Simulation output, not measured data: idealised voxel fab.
The process module presented herein is designated voxel air gaps.
This is section cut - it's 285 nm across, gridded in 5 nm square cells.
Cross-section, as written here: a square-cell grid given band by band from the top down, where a band holds one or more rows of cells. Band: top and bottom heights (nm) first, top before bottom; then materials from left to right, widths in nm. "throughout" marks a sole material filling the band edge to edge. "air" denotes empty space. Ref level 0: as-received wafer is one material below here. Bottom band extends down with no lower bound ("0 nm and below"). A width such as "30..40" changes by the same amount from each row of cells to the next, from the band's top row to its bottom row. Where a step carries "no alteration", the cross-section came out of it unchanged, cell for cell. You'll see "Fully sealed cavities" listing empty spaces that have no way open to the top, as long as they're 8 cells or more; the notation is width x height at distance, where the distance is from the left edge, and all of it is in nm. That trailing text on a step's line, after the settings, is the simulator's own remark on the step. The setting "overlay nm" may be written on the line of a step. When the step uses a mask, the value reports how far to the right of the planned place the mask lay, and a negative value reports that it lay to the left.
## plan
1: RECEIVE: material Si
2: CONFORMAL_DEP: material SiO2, thk nm 15
3: CONFORMAL_DEP: material SiN, thk nm 5
4: DIRECTIONAL_DEP: material lowk, thk nm 30
5: MASKED_ETCH: tone open, mask id LINES, width nm 20, pitch nm 50, etch materials lowk, depth nm 30, overlay nm 0
6: CONFORMAL_DEP: material TiN, thk nm 5
7: FILL_DEP: material Cu, thk nm 10
8: CMP: height nm 50
9: EPI: material Ru, thk nm 10
10: SELECTIVE_ETCH: etch materials lowk, depth nm 40
11: CONFORMAL_DEP: material SiCN, thk nm 5
## Cross-section of the wafer as it came to us, i.e., already through step 1
- 0 nm and below | Si throughout
- Fully sealed cavities: none
## Cross-sectional view of the first of the two wafers upon completion of the module, processed in accordance with the plan
- 65 nm to 60 nm | air 40 nm | SiCN 200 nm | air 45 nm
- 60 nm to 50 nm | air 40 nm | SiCN 5 nm | Ru 40 nm | SiCN 10 nm | Ru 40 nm | SiCN 10 nm | Ru 40 nm | SiCN 10 nm | Ru 40 nm | SiCN 5 nm | air 45 nm
- 50 nm to 45 nm | air 40 nm | SiCN 15 nm | TiN 5 nm | Cu 10 nm | TiN 5 nm | SiCN 30 nm | TiN 5 nm | Cu 10 nm | TiN 5 nm | SiCN 30 nm | TiN 5 nm | Cu 10 nm | TiN 5 nm | SiCN 30 nm | TiN 5 nm | Cu 10 nm | TiN 5 nm | SiCN 15 nm | air 45 nm
- 45 nm to 25 nm | air 50 nm | SiCN 5 nm | TiN 5 nm | Cu 10 nm | TiN 5 nm | SiCN 5 nm | air 20 nm | SiCN 5 nm | TiN 5 nm | Cu 10 nm | TiN 5 nm | SiCN 5 nm | air 20 nm | SiCN 5 nm | TiN 5 nm | Cu 10 nm | TiN 5 nm | SiCN 5 nm | air 20 nm | SiCN 5 nm | TiN 5 nm | Cu 10 nm | TiN 5 nm | SiCN 5 nm | air 55 nm
- 25 nm to 20 nm | SiCN 55 nm | TiN 20 nm | SiCN 30 nm | TiN 20 nm | SiCN 30 nm | TiN 20 nm | SiCN 30 nm | TiN 20 nm | SiCN 60 nm
- 20 nm to 15 nm | SiN throughout
- 15 nm to 0 nm | SiO2 throughout
- 0 nm and below | Si throughout
- Fully sealed cavities: 20 x 20 at 80; 20 x 20 at 130; 20 x 20 at 180
## So this is wafer number two of the two, cut at the end of the module - it started where the first did and had the same plan, we just got one thing wrong running it
- 75 nm to 70 nm | air 30 nm | SiCN 220 nm | air 35 nm
- 70 nm to 50 nm | air 30 nm | SiCN 5 nm | Ru 210 nm | SiCN 5 nm | air 35 nm
- 50 nm to 45 nm | air 30 nm | SiCN 25 nm | TiN 5 nm | Cu 10 nm | TiN 5 nm | lowk 30 nm | TiN 5 nm | Cu 10 nm | TiN 5 nm | lowk 30 nm | TiN 5 nm | Cu 10 nm | TiN 5 nm | lowk 30 nm | TiN 5 nm | Cu 10 nm | TiN 5 nm | SiCN 25 nm | air 35 nm
- 45 nm to 25 nm | air 50 nm | SiCN 5 nm | TiN 5 nm | Cu 10 nm | TiN 5 nm | lowk 30 nm | TiN 5 nm | Cu 10 nm | TiN 5 nm | lowk 30 nm | TiN 5 nm | Cu 10 nm | TiN 5 nm | lowk 30 nm | TiN 5 nm | Cu 10 nm | TiN 5 nm | SiCN 5 nm | air 55 nm
- 25 nm to 20 nm | SiCN 55 nm | TiN 20 nm | lowk 30 nm | TiN 20 nm | lowk 30 nm | TiN 20 nm | lowk 30 nm | TiN 20 nm | SiCN 60 nm
- 20 nm to 15 nm | SiN throughout
- 15 nm to 0 nm | SiO2 throughout
- 0 nm and below | Si throughout
- Fully sealed cavities: none
what went wrong: step 9 of the plan saw execution twice
at the end the second wafer has, in cells: Ru: 104 more, SiCN: 60 fewer, lowk: 108 more
Long story short, the first wafer ends with 3 closed voids and the second one with 0.
